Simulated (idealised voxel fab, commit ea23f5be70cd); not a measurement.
process module | voxel wiring stack
cross-section cut | 260 nm wide | cells 5 nm
A cross-section is a grid of square cells, given in bands from the top down. A band is one or more rows of cells.
Each band's line starts with the height of the band's top and of its bottom, in nm. Then come its materials from left to right, each with its width in nm. One material with "throughout" fills the band from edge to edge. "air" is empty space.
Height 0 is the level under which the wafer as received is all one material. The lowest band goes on downwards, as in "0 down".
A width such as "30 to 40" changes by the same amount from each row of cells to the next, from the band's top row to its bottom row.
"no change" after a step means that no cell of the cross-section changed.
closed voids: empty space of 8 cells or more with no open way to the top, each as width x height at its distance from the left edge, in nm
after a step's settings: what the simulator itself notes on the step
overlay nm, on a step with a mask: how far to the right of its planned place the mask lay; to the left if negative
plan
1 op RECEIVE | material Si
2 op CONFORMAL_DEP | material SiO2 | thk nm 15
3 op CONFORMAL_DEP | material SiCN | thk nm 5
4 op DIRECTIONAL_DEP | material lowk | thk nm 15
5 op DIRECTIONAL_DEP | material aC | thk nm 10
6 op PATTERN | tone open | mask id METAL_1 | material resist | width nm 20 | pitch nm 40 | thk nm 25 | overlay nm 0
7 op DIRECTIONAL_ETCH | etch materials aC | depth nm 10
8 op STRIP | etch materials resist
9 op DIRECTIONAL_ETCH | etch materials lowk | depth nm 15
10 op DIRECTIONAL_ETCH | etch materials SiCN | depth nm 5
11 op STRIP | etch materials aC
12 op CONFORMAL_DEP | material TiN | thk nm 5
13 op FILL_DEP | material Cu | thk nm 5
14 op CMP | height nm 35
15 op EPI | material Ru | thk nm 5
16 op FILL_DEP | material SiCN | thk nm 5
17 op DIRECTIONAL_DEP | material SiO2 | thk nm 15
18 op DIRECTIONAL_DEP | material aC | thk nm 15
19 op PATTERN | tone open | mask id PLUG_1 | material resist | width nm 15 | pitch nm 40 | thk nm 30 | overlay nm 0
20 op DIRECTIONAL_ETCH | etch materials aC | depth nm 15
21 op STRIP | etch materials resist
22 op DIRECTIONAL_ETCH | etch materials SiO2 | depth nm 15
23 op DIRECTIONAL_ETCH | etch materials SiCN | depth nm 5
24 op STRIP | etch materials aC
25 op EPI | material Ru | thk nm 10
26 op EPI | material Ru | thk nm 10
27 op CONFORMAL_DEP | material SiCN | thk nm 5
28 op DIRECTIONAL_DEP | material lowk | thk nm 20
29 op PATTERN | tone open | mask id METAL_2 | material resist | width nm 20 | pitch nm 40 | thk nm 15 | overlay nm 0
30 op DIRECTIONAL_ETCH | etch materials lowk | depth nm 20
31 op DIRECTIONAL_ETCH | etch materials SiCN | depth nm 5
32 op STRIP | etch materials resist
33 op CONFORMAL_DEP | material TiN | thk nm 5
34 op FILL_DEP | material W | thk nm 5
35 op CMP | height nm 85
36 op CONFORMAL_DEP | material SiCN | thk nm 5
37 op DIRECTIONAL_DEP | material lowk | thk nm 30
38 op MASKED_ETCH | tone open | mask id METAL_3 | width nm 20 | pitch nm 40 | etch materials lowk | depth nm 15 | overlay nm 0
39 op MASKED_ETCH | tone open | mask id METAL_3_HOLES | width nm 15 | pitch nm 40 | etch materials lowk | depth nm 15 | overlay nm 0
40 op MASKED_ETCH | tone open | mask id METAL_3_HOLES | width nm 15 | pitch nm 40 | etch materials SiCN | depth nm 5 | overlay nm 0
41 op CONFORMAL_DEP | material TiN | thk nm 5
42 op FILL_DEP | material Cu | thk nm 5
43 op CMP | height nm 120
44 op CONFORMAL_DEP | material SiCN | thk nm 5
45 op DIRECTIONAL_DEP | material SiO2 | thk nm 20
46 op MASKED_ETCH | tone open | mask id PLUG_3 | width nm 15 | pitch nm 40 | etch materials SiO2 | depth nm 20 | overlay nm 0
47 op MASKED_ETCH | tone open | mask id PLUG_3 | width nm 15 | pitch nm 40 | etch materials SiCN | depth nm 5 | overlay nm 0
48 op EPI | material Ru | thk nm 10
49 op EPI | material Ru | thk nm 10
50 op EPI | material Ru | thk nm 5
51 op DIRECTIONAL_DEP | material TiN | thk nm 5
52 op DIRECTIONAL_DEP | material W | thk nm 25
53 op MASKED_ETCH | tone cover | mask id METAL_4 | width nm 20 | pitch nm 40 | etch materials W | depth nm 25 | overlay nm 0
54 op MASKED_ETCH | tone cover | mask id METAL_4 | width nm 20 | pitch nm 40 | etch materials TiN | depth nm 5 | overlay nm 0
55 op CONFORMAL_DEP | material SiCN | thk nm 5
56 op FILL_DEP | material SiO2 | thk nm 5
57 op CMP | height nm 175
58 op CONFORMAL_DEP | material SiCN | thk nm 5
first wafer, as planned
as received, after step 1
  0 down: Si throughout
  closed voids: none
after step 2
  15 to 0: SiO2 throughout
  below 0: unchanged
after step 3
  20 to 15: SiCN throughout
  below 15: unchanged
after step 4
  35 to 20: lowk throughout
  below 20: unchanged
after step 5
  45 to 35: aC throughout
  below 35: unchanged
after step 6
  70 to 45: resist 80 | air 20 | resist 20 | air 20 | resist 20 | air 20 | resist 80
  below 45: unchanged
after step 7
  60 to 45: resist 80 | air 20 | resist 20 | air 20 | resist 20 | air 20 | resist 80
  45 to 35: aC 80 | air 20 | aC 20 | air 20 | aC 20 | air 20 | aC 80
  below 35: unchanged
after step 8
  45 to 35: aC 80 | air 20 | aC 20 | air 20 | aC 20 | air 20 | aC 80
  below 35: unchanged
after step 9
  45 to 35: aC 80 | air 20 | aC 20 | air 20 | aC 20 | air 20 | aC 80
  35 to 20: lowk 80 | air 20 | lowk 20 | air 20 | lowk 20 | air 20 | lowk 80
  below 20: unchanged
after step 10
  45 to 35: aC 80 | air 20 | aC 20 | air 20 | aC 20 | air 20 | aC 80
  35 to 20: lowk 80 | air 20 | lowk 20 | air 20 | lowk 20 | air 20 | lowk 80
  20 to 15: SiCN 80 | air 20 | SiCN 20 | air 20 | SiCN 20 | air 20 | SiCN 80
  below 15: unchanged
after step 11
  35 to 20: lowk 80 | air 20 | lowk 20 | air 20 | lowk 20 | air 20 | lowk 80
  below 20: unchanged
after step 12
  40 to 35: TiN 85 | air 10 | TiN 30 | air 10 | TiN 30 | air 10 | TiN 85
  35 to 20: lowk 80 | TiN 5 | air 10 | TiN 5 | lowk 20 | TiN 5 | air 10 | TiN 5 | lowk 20 | TiN 5 | air 10 | TiN 5 | lowk 80
  20 to 15: SiCN 80 | TiN 20 | SiCN 20 | TiN 20 | SiCN 20 | TiN 20 | SiCN 80
  below 15: unchanged
after step 13
  45 to 40: Cu throughout
  40 to 35: TiN 85 | Cu 10 | TiN 30 | Cu 10 | TiN 30 | Cu 10 | TiN 85
  35 to 20: lowk 80 | TiN 5 | Cu 10 | TiN 5 | lowk 20 | TiN 5 | Cu 10 | TiN 5 | lowk 20 | TiN 5 | Cu 10 | TiN 5 | lowk 80
  below 20: unchanged
after step 14
  35 to 20: lowk 80 | TiN 5 | Cu 10 | TiN 5 | lowk 20 | TiN 5 | Cu 10 | TiN 5 | lowk 20 | TiN 5 | Cu 10 | TiN 5 | lowk 80
  below 20: unchanged
after step 15
  40 to 35: air 75 | Ru 30 | air 10 | Ru 30 | air 10 | Ru 30 | air 75
  below 35: unchanged
after step 16
  45 to 40: SiCN throughout
  40 to 35: SiCN 75 | Ru 30 | SiCN 10 | Ru 30 | SiCN 10 | Ru 30 | SiCN 75
  below 35: unchanged
after step 17
  60 to 45: SiO2 throughout
  below 45: unchanged
after step 18
  75 to 60: aC throughout
  below 60: unchanged
after step 19
  105 to 75: resist 80 | air 15 | resist 25 | air 15 | resist 25 | air 15 | resist 85
  below 75: unchanged
after step 20
  90 to 75: resist 80 | air 15 | resist 25 | air 15 | resist 25 | air 15 | resist 85
  75 to 60: aC 80 | air 15 | aC 25 | air 15 | aC 25 | air 15 | aC 85
  below 60: unchanged
after step 21
  75 to 60: aC 80 | air 15 | aC 25 | air 15 | aC 25 | air 15 | aC 85
  below 60: unchanged
after step 22
  75 to 60: aC 80 | air 15 | aC 25 | air 15 | aC 25 | air 15 | aC 85
  60 to 45: SiO2 80 | air 15 | SiO2 25 | air 15 | SiO2 25 | air 15 | SiO2 85
  below 45: unchanged
after step 23
  75 to 60: aC 80 | air 15 | aC 25 | air 15 | aC 25 | air 15 | aC 85
  60 to 45: SiO2 80 | air 15 | SiO2 25 | air 15 | SiO2 25 | air 15 | SiO2 85
  45 to 40: SiCN 80 | air 15 | SiCN 25 | air 15 | SiCN 25 | air 15 | SiCN 85
  below 40: unchanged
after step 24
  60 to 45: SiO2 80 | air 15 | SiO2 25 | air 15 | SiO2 25 | air 15 | SiO2 85
  below 45: unchanged
after step 25
  60 to 50: SiO2 80 | air 15 | SiO2 25 | air 15 | SiO2 25 | air 15 | SiO2 85
  50 to 45: SiO2 80 | Ru 15 | SiO2 25 | Ru 15 | SiO2 25 | Ru 15 | SiO2 85
  45 to 35: SiCN 80 to 75 | Ru 15 to 30 | SiCN 25 to 10 | Ru 15 to 30 | SiCN 25 to 10 | Ru 15 to 30 | SiCN 85 to 75
  below 35: unchanged
after step 26
  60 to 45: SiO2 80 | Ru 15 | SiO2 25 | Ru 15 | SiO2 25 | Ru 15 | SiO2 85
  below 45: unchanged
after step 27
  65 to 60: SiCN throughout
  below 60: unchanged
after step 28
  85 to 65: lowk throughout
  below 65: unchanged
after step 29
  100 to 85: resist 80 | air 20 | resist 20 | air 20 | resist 20 | air 20 | resist 80
  below 85: unchanged
after step 30
  100 to 85: resist 80 | air 20 | resist 20 | air 20 | resist 20 | air 20 | resist 80
  85 to 65: lowk 80 | air 20 | lowk 20 | air 20 | lowk 20 | air 20 | lowk 80
  below 65: unchanged
after step 31
  100 to 85: resist 80 | air 20 | resist 20 | air 20 | resist 20 | air 20 | resist 80
  85 to 65: lowk 80 | air 20 | lowk 20 | air 20 | lowk 20 | air 20 | lowk 80
  65 to 60: SiCN 80 | air 20 | SiCN 20 | air 20 | SiCN 20 | air 20 | SiCN 80
  below 60: unchanged
after step 32
  85 to 65: lowk 80 | air 20 | lowk 20 | air 20 | lowk 20 | air 20 | lowk 80
  below 65: unchanged
after step 33
  90 to 85: TiN 85 | air 10 | TiN 30 | air 10 | TiN 30 | air 10 | TiN 85
  85 to 65: lowk 80 | TiN 5 | air 10 | TiN 5 | lowk 20 | TiN 5 | air 10 | TiN 5 | lowk 20 | TiN 5 | air 10 | TiN 5 | lowk 80
  65 to 60: SiCN 80 | TiN 20 | SiCN 20 | TiN 20 | SiCN 20 | TiN 20 | SiCN 80
  below 60: unchanged
after step 34
  95 to 90: W throughout
  90 to 85: TiN 85 | W 10 | TiN 30 | W 10 | TiN 30 | W 10 | TiN 85
  85 to 65: lowk 80 | TiN 5 | W 10 | TiN 5 | lowk 20 | TiN 5 | W 10 | TiN 5 | lowk 20 | TiN 5 | W 10 | TiN 5 | lowk 80
  below 65: unchanged
after step 35
  85 to 65: lowk 80 | TiN 5 | W 10 | TiN 5 | lowk 20 | TiN 5 | W 10 | TiN 5 | lowk 20 | TiN 5 | W 10 | TiN 5 | lowk 80
  below 65: unchanged
after step 36
  90 to 85: SiCN throughout
  below 85: unchanged
after step 37
  120 to 90: lowk throughout
  below 90: unchanged
after step 38
  120 to 105: lowk 80 | air 20 | lowk 20 | air 20 | lowk 20 | air 20 | lowk 80
  below 105: unchanged
after step 39
  120 to 105: lowk 80 | air 20 | lowk 20 | air 20 | lowk 20 | air 20 | lowk 80
  105 to 90: lowk 80 | air 15 | lowk 25 | air 15 | lowk 25 | air 15 | lowk 85
  below 90: unchanged
after step 40
  120 to 105: lowk 80 | air 20 | lowk 20 | air 20 | lowk 20 | air 20 | lowk 80
  105 to 90: lowk 80 | air 15 | lowk 25 | air 15 | lowk 25 | air 15 | lowk 85
  90 to 85: SiCN 80 | air 15 | SiCN 25 | air 15 | SiCN 25 | air 15 | SiCN 85
  below 85: unchanged
after step 41
  125 to 120: TiN 85 | air 10 | TiN 30 | air 10 | TiN 30 | air 10 | TiN 85
  120 to 110: lowk 80 | TiN 5 | air 10 | TiN 5 | lowk 20 | TiN 5 | air 10 | TiN 5 | lowk 20 | TiN 5 | air 10 | TiN 5 | lowk 80
  110 to 105: lowk 80 | TiN 5 | air 5 | TiN 10 | lowk 20 | TiN 5 | air 5 | TiN 10 | lowk 20 | TiN 5 | air 5 | TiN 10 | lowk 80
  105 to 90: lowk 80 | TiN 5 | air 5 | TiN 5 | lowk 25 | TiN 5 | air 5 | TiN 5 | lowk 25 | TiN 5 | air 5 | TiN 5 | lowk 85
  90 to 85: SiCN 80 | TiN 15 | SiCN 25 | TiN 15 | SiCN 25 | TiN 15 | SiCN 85
  below 85: unchanged
after step 42
  130 to 125: Cu throughout
  125 to 120: TiN 85 | Cu 10 | TiN 30 | Cu 10 | TiN 30 | Cu 10 | TiN 85
  120 to 110: lowk 80 | TiN 5 | Cu 10 | TiN 5 | lowk 20 | TiN 5 | Cu 10 | TiN 5 | lowk 20 | TiN 5 | Cu 10 | TiN 5 | lowk 80
  110 to 105: lowk 80 | TiN 5 | Cu 5 | TiN 10 | lowk 20 | TiN 5 | Cu 5 | TiN 10 | lowk 20 | TiN 5 | Cu 5 | TiN 10 | lowk 80
  105 to 90: lowk 80 | TiN 5 | Cu 5 | TiN 5 | lowk 25 | TiN 5 | Cu 5 | TiN 5 | lowk 25 | TiN 5 | Cu 5 | TiN 5 | lowk 85
  below 90: unchanged
after step 43
  120 to 110: lowk 80 | TiN 5 | Cu 10 | TiN 5 | lowk 20 | TiN 5 | Cu 10 | TiN 5 | lowk 20 | TiN 5 | Cu 10 | TiN 5 | lowk 80
  below 110: unchanged
after step 44
  125 to 120: SiCN throughout
  below 120: unchanged
after step 45
  145 to 125: SiO2 throughout
  below 125: unchanged
after step 46
  145 to 125: SiO2 80 | air 15 | SiO2 25 | air 15 | SiO2 25 | air 15 | SiO2 85
  below 125: unchanged
after step 47
  145 to 125: SiO2 80 | air 15 | SiO2 25 | air 15 | SiO2 25 | air 15 | SiO2 85
  125 to 120: SiCN 80 | air 15 | SiCN 25 | air 15 | SiCN 25 | air 15 | SiCN 85
  below 120: unchanged
after step 48
  145 to 130: SiO2 80 | air 15 | SiO2 25 | air 15 | SiO2 25 | air 15 | SiO2 85
  130 to 125: SiO2 80 | Ru 15 | SiO2 25 | Ru 15 | SiO2 25 | Ru 15 | SiO2 85
  125 to 120: SiCN 80 | Ru 15 | SiCN 25 | Ru 15 | SiCN 25 | Ru 15 | SiCN 85
  below 120: unchanged
after step 49
  145 to 140: SiO2 80 | air 15 | SiO2 25 | air 15 | SiO2 25 | air 15 | SiO2 85
  140 to 125: SiO2 80 | Ru 15 | SiO2 25 | Ru 15 | SiO2 25 | Ru 15 | SiO2 85
  below 125: unchanged
after step 50
  145 to 125: SiO2 80 | Ru 15 | SiO2 25 | Ru 15 | SiO2 25 | Ru 15 | SiO2 85
  below 125: unchanged
after step 51
  150 to 145: TiN throughout
  below 145: unchanged
after step 52
  175 to 150: W throughout
  below 150: unchanged
after step 53
  175 to 150: air 80 | W 20 | air 20 | W 20 | air 20 | W 20 | air 80
  below 150: unchanged
after step 54
  175 to 150: air 80 | W 20 | air 20 | W 20 | air 20 | W 20 | air 80
  150 to 145: air 80 | TiN 20 | air 20 | TiN 20 | air 20 | TiN 20 | air 80
  below 145: unchanged
after step 55
  180 to 175: air 75 | SiCN 30 | air 10 | SiCN 30 | air 10 | SiCN 30 | air 75
  175 to 150: air 75 | SiCN 5 | W 20 | SiCN 5 | air 10 | SiCN 5 | W 20 | SiCN 5 | air 10 | SiCN 5 | W 20 | SiCN 5 | air 75
  150 to 145: SiCN 80 | TiN 20 | SiCN 20 | TiN 20 | SiCN 20 | TiN 20 | SiCN 80
  below 145: unchanged
after step 56
  185 to 180: SiO2 throughout
  180 to 175: SiO2 75 | SiCN 30 | SiO2 10 | SiCN 30 | SiO2 10 | SiCN 30 | SiO2 75
  175 to 150: SiO2 75 | SiCN 5 | W 20 | SiCN 5 | SiO2 10 | SiCN 5 | W 20 | SiCN 5 | SiO2 10 | SiCN 5 | W 20 | SiCN 5 | SiO2 75
  below 150: unchanged
after step 57
  175 to 150: SiO2 75 | SiCN 5 | W 20 | SiCN 5 | SiO2 10 | SiCN 5 | W 20 | SiCN 5 | SiO2 10 | SiCN 5 | W 20 | SiCN 5 | SiO2 75
  below 150: unchanged
after step 58
  180 to 175: SiCN throughout
  below 175: unchanged
second wafer: like start, like plan, one mistake. Through step 16 it matches the first wafer
when step 17 should have ended
  55 to 45: SiO2 throughout
  below 45: unchanged
when step 18 should have ended
  70 to 55: aC throughout
  below 55: unchanged
when step 19 should have ended
  100 to 70: resist 80 | air 15 | resist 25 | air 15 | resist 25 | air 15 | resist 85
  below 70: unchanged
when step 20 should have ended
  85 to 70: resist 80 | air 15 | resist 25 | air 15 | resist 25 | air 15 | resist 85
  70 to 55: aC 80 | air 15 | aC 25 | air 15 | aC 25 | air 15 | aC 85
  below 55: unchanged
when step 21 should have ended
  70 to 55: aC 80 | air 15 | aC 25 | air 15 | aC 25 | air 15 | aC 85
  below 55: unchanged
when step 22 should have ended
  70 to 55: aC 80 | air 15 | aC 25 | air 15 | aC 25 | air 15 | aC 85
  55 to 45: SiO2 80 | air 15 | SiO2 25 | air 15 | SiO2 25 | air 15 | SiO2 85
  below 45: unchanged
when step 23 should have ended
  70 to 55: aC 80 | air 15 | aC 25 | air 15 | aC 25 | air 15 | aC 85
  55 to 45: SiO2 80 | air 15 | SiO2 25 | air 15 | SiO2 25 | air 15 | SiO2 85
  45 to 40: SiCN 80 | air 15 | SiCN 25 | air 15 | SiCN 25 | air 15 | SiCN 85
  below 40: unchanged
when step 24 should have ended
  55 to 45: SiO2 80 | air 15 | SiO2 25 | air 15 | SiO2 25 | air 15 | SiO2 85
  below 45: unchanged
when step 25 should have ended
  55 to 50: SiO2 80 | air 15 | SiO2 25 | air 15 | SiO2 25 | air 15 | SiO2 85
  50 to 45: SiO2 80 | Ru 15 | SiO2 25 | Ru 15 | SiO2 25 | Ru 15 | SiO2 85
  45 to 35: SiCN 80 to 75 | Ru 15 to 30 | SiCN 25 to 10 | Ru 15 to 30 | SiCN 25 to 10 | Ru 15 to 30 | SiCN 85 to 75
  below 35: unchanged
when step 26 should have ended
  60 to 55: air 75 | Ru 25 | air 15 | Ru 25 | air 15 | Ru 25 | air 80
  55 to 45: SiO2 80 | Ru 15 | SiO2 25 | Ru 15 | SiO2 25 | Ru 15 | SiO2 85
  below 45: unchanged
when step 27 should have ended
  65 to 60: air 70 | SiCN 35 | air 5 | SiCN 35 | air 5 | SiCN 35 | air 75
  60 to 55: SiCN 75 | Ru 25 | SiCN 15 | Ru 25 | SiCN 15 | Ru 25 | SiCN 80
  below 55: unchanged
when step 28 should have ended
  85 to 80: air 70 | lowk 35 | air 5 | lowk 35 | air 5 | lowk 35 | air 75
  80 to 65: lowk throughout
  65 to 60: lowk 70 | SiCN 35 | lowk 5 | SiCN 35 | lowk 5 | SiCN 35 | lowk 75
  below 60: unchanged
when step 29 should have ended
  100 to 85: resist 80 | air 20 | resist 20 | air 20 | resist 20 | air 20 | resist 80
  85 to 80: resist 70 | lowk 35 | resist 5 | lowk 35 | resist 5 | lowk 35 | resist 75
  below 80: unchanged
when step 30 should have ended
  100 to 85: resist 80 | air 20 | resist 20 | air 20 | resist 20 | air 20 | resist 80
  85 to 80: resist 70 | lowk 10 | air 20 | lowk 5 | resist 5 | lowk 10 | air 20 | lowk 5 | resist 5 | lowk 10 | air 20 | lowk 5 | resist 75
  80 to 65: lowk 80 | air 20 | lowk 20 | air 20 | lowk 20 | air 20 | lowk 80
  below 65: unchanged
when step 31 should have ended
  100 to 85: resist 80 | air 20 | resist 20 | air 20 | resist 20 | air 20 | resist 80
  85 to 80: resist 70 | lowk 10 | air 20 | lowk 5 | resist 5 | lowk 10 | air 20 | lowk 5 | resist 5 | lowk 10 | air 20 | lowk 5 | resist 75
  80 to 65: lowk 80 | air 20 | lowk 20 | air 20 | lowk 20 | air 20 | lowk 80
  65 to 60: lowk 70 | SiCN 10 | air 20 | SiCN 5 | lowk 5 | SiCN 10 | air 20 | SiCN 5 | lowk 5 | SiCN 10 | air 20 | SiCN 5 | lowk 75
  below 60: unchanged
when step 32 should have ended
  85 to 80: air 70 | lowk 10 | air 20 | lowk 5 | air 5 | lowk 10 | air 20 | lowk 5 | air 5 | lowk 10 | air 20 | lowk 5 | air 75
  below 80: unchanged
when step 33 should have ended
  90 to 85: air 65 | TiN 20 | air 10 | TiN 30 | air 10 | TiN 30 | air 10 | TiN 15 | air 70
  85 to 80: TiN 70 | lowk 10 | TiN 5 | air 10 | TiN 5 | lowk 5 | TiN 5 | lowk 10 | TiN 5 | air 10 | TiN 5 | lowk 5 | TiN 5 | lowk 10 | TiN 5 | air 10 | TiN 5 | lowk 5 | TiN 75
  80 to 65: lowk 80 | TiN 5 | air 10 | TiN 5 | lowk 20 | TiN 5 | air 10 | TiN 5 | lowk 20 | TiN 5 | air 10 | TiN 5 | lowk 80
  65 to 60: lowk 70 | SiCN 10 | TiN 20 | SiCN 5 | lowk 5 | SiCN 10 | TiN 20 | SiCN 5 | lowk 5 | SiCN 10 | TiN 20 | SiCN 5 | lowk 75
  below 60: unchanged
when step 34 should have ended
  95 to 90: W throughout
  90 to 85: W 65 | TiN 20 | W 10 | TiN 30 | W 10 | TiN 30 | W 10 | TiN 15 | W 70
  85 to 80: TiN 70 | lowk 10 | TiN 5 | W 10 | TiN 5 | lowk 5 | TiN 5 | lowk 10 | TiN 5 | W 10 | TiN 5 | lowk 5 | TiN 5 | lowk 10 | TiN 5 | W 10 | TiN 5 | lowk 5 | TiN 75
  80 to 65: lowk 80 | TiN 5 | W 10 | TiN 5 | lowk 20 | TiN 5 | W 10 | TiN 5 | lowk 20 | TiN 5 | W 10 | TiN 5 | lowk 80
  below 65: unchanged
when step 35 should have ended
  85 to 80: TiN 70 | lowk 10 | TiN 5 | W 10 | TiN 5 | lowk 5 | TiN 5 | lowk 10 | TiN 5 | W 10 | TiN 5 | lowk 5 | TiN 5 | lowk 10 | TiN 5 | W 10 | TiN 5 | lowk 5 | TiN 75
  below 80: unchanged
when step 36 should have ended
  90 to 85: SiCN throughout
  below 85: unchanged
when step 37 should have ended
  120 to 90: lowk throughout
  below 90: unchanged
when step 38 should have ended
  120 to 105: lowk 80 | air 20 | lowk 20 | air 20 | lowk 20 | air 20 | lowk 80
  below 105: unchanged
when step 39 should have ended
  120 to 105: lowk 80 | air 20 | lowk 20 | air 20 | lowk 20 | air 20 | lowk 80
  105 to 90: lowk 80 | air 15 | lowk 25 | air 15 | lowk 25 | air 15 | lowk 85
  below 90: unchanged
when step 40 should have ended
  120 to 105: lowk 80 | air 20 | lowk 20 | air 20 | lowk 20 | air 20 | lowk 80
  105 to 90: lowk 80 | air 15 | lowk 25 | air 15 | lowk 25 | air 15 | lowk 85
  90 to 85: SiCN 80 | air 15 | SiCN 25 | air 15 | SiCN 25 | air 15 | SiCN 85
  below 85: unchanged
when step 41 should have ended
  125 to 120: TiN 85 | air 10 | TiN 30 | air 10 | TiN 30 | air 10 | TiN 85
  120 to 110: lowk 80 | TiN 5 | air 10 | TiN 5 | lowk 20 | TiN 5 | air 10 | TiN 5 | lowk 20 | TiN 5 | air 10 | TiN 5 | lowk 80
  110 to 105: lowk 80 | TiN 5 | air 5 | TiN 10 | lowk 20 | TiN 5 | air 5 | TiN 10 | lowk 20 | TiN 5 | air 5 | TiN 10 | lowk 80
  105 to 90: lowk 80 | TiN 5 | air 5 | TiN 5 | lowk 25 | TiN 5 | air 5 | TiN 5 | lowk 25 | TiN 5 | air 5 | TiN 5 | lowk 85
  90 to 85: SiCN 80 | TiN 15 | SiCN 25 | TiN 15 | SiCN 25 | TiN 15 | SiCN 85
  below 85: unchanged
when step 42 should have ended
  130 to 125: Cu throughout
  125 to 120: TiN 85 | Cu 10 | TiN 30 | Cu 10 | TiN 30 | Cu 10 | TiN 85
  120 to 110: lowk 80 | TiN 5 | Cu 10 | TiN 5 | lowk 20 | TiN 5 | Cu 10 | TiN 5 | lowk 20 | TiN 5 | Cu 10 | TiN 5 | lowk 80
  110 to 105: lowk 80 | TiN 5 | Cu 5 | TiN 10 | lowk 20 | TiN 5 | Cu 5 | TiN 10 | lowk 20 | TiN 5 | Cu 5 | TiN 10 | lowk 80
  105 to 90: lowk 80 | TiN 5 | Cu 5 | TiN 5 | lowk 25 | TiN 5 | Cu 5 | TiN 5 | lowk 25 | TiN 5 | Cu 5 | TiN 5 | lowk 85
  below 90: unchanged
when step 43 should have ended
  120 to 110: lowk 80 | TiN 5 | Cu 10 | TiN 5 | lowk 20 | TiN 5 | Cu 10 | TiN 5 | lowk 20 | TiN 5 | Cu 10 | TiN 5 | lowk 80
  below 110: unchanged
when step 44 should have ended
  125 to 120: SiCN throughout
  below 120: unchanged
when step 45 should have ended
  145 to 125: SiO2 throughout
  below 125: unchanged
when step 46 should have ended
  145 to 125: SiO2 80 | air 15 | SiO2 25 | air 15 | SiO2 25 | air 15 | SiO2 85
  below 125: unchanged
when step 47 should have ended
  145 to 125: SiO2 80 | air 15 | SiO2 25 | air 15 | SiO2 25 | air 15 | SiO2 85
  125 to 120: SiCN 80 | air 15 | SiCN 25 | air 15 | SiCN 25 | air 15 | SiCN 85
  below 120: unchanged
when step 48 should have ended
  145 to 130: SiO2 80 | air 15 | SiO2 25 | air 15 | SiO2 25 | air 15 | SiO2 85
  130 to 125: SiO2 80 | Ru 15 | SiO2 25 | Ru 15 | SiO2 25 | Ru 15 | SiO2 85
  125 to 120: SiCN 80 | Ru 15 | SiCN 25 | Ru 15 | SiCN 25 | Ru 15 | SiCN 85
  below 120: unchanged
when step 49 should have ended
  145 to 140: SiO2 80 | air 15 | SiO2 25 | air 15 | SiO2 25 | air 15 | SiO2 85
  140 to 125: SiO2 80 | Ru 15 | SiO2 25 | Ru 15 | SiO2 25 | Ru 15 | SiO2 85
  below 125: unchanged
when step 50 should have ended
  145 to 125: SiO2 80 | Ru 15 | SiO2 25 | Ru 15 | SiO2 25 | Ru 15 | SiO2 85
  below 125: unchanged
when step 51 should have ended
  150 to 145: TiN throughout
  below 145: unchanged
when step 52 should have ended
  175 to 150: W throughout
  below 150: unchanged
when step 53 should have ended
  175 to 150: air 80 | W 20 | air 20 | W 20 | air 20 | W 20 | air 80
  below 150: unchanged
when step 54 should have ended
  175 to 150: air 80 | W 20 | air 20 | W 20 | air 20 | W 20 | air 80
  150 to 145: air 80 | TiN 20 | air 20 | TiN 20 | air 20 | TiN 20 | air 80
  below 145: unchanged
when step 55 should have ended
  180 to 175: air 75 | SiCN 30 | air 10 | SiCN 30 | air 10 | SiCN 30 | air 75
  175 to 150: air 75 | SiCN 5 | W 20 | SiCN 5 | air 10 | SiCN 5 | W 20 | SiCN 5 | air 10 | SiCN 5 | W 20 | SiCN 5 | air 75
  150 to 145: SiCN 80 | TiN 20 | SiCN 20 | TiN 20 | SiCN 20 | TiN 20 | SiCN 80
  below 145: unchanged
when step 56 should have ended
  185 to 180: SiO2 throughout
  180 to 175: SiO2 75 | SiCN 30 | SiO2 10 | SiCN 30 | SiO2 10 | SiCN 30 | SiO2 75
  175 to 150: SiO2 75 | SiCN 5 | W 20 | SiCN 5 | SiO2 10 | SiCN 5 | W 20 | SiCN 5 | SiO2 10 | SiCN 5 | W 20 | SiCN 5 | SiO2 75
  below 150: unchanged
when step 57 should have ended
  175 to 150: SiO2 75 | SiCN 5 | W 20 | SiCN 5 | SiO2 10 | SiCN 5 | W 20 | SiCN 5 | SiO2 10 | SiCN 5 | W 20 | SiCN 5 | SiO2 75
  below 150: unchanged
when step 58 should have ended
  180 to 175: SiCN throughout
  below 175: unchanged
what went wrong: step 17 ran as: op DIRECTIONAL_DEP | material SiO2 | thk nm 10
at the end the second wafer has, in cells: 6 more of Ru | 6 more of SiCN | 43 fewer of SiO2 | 31 more of TiN
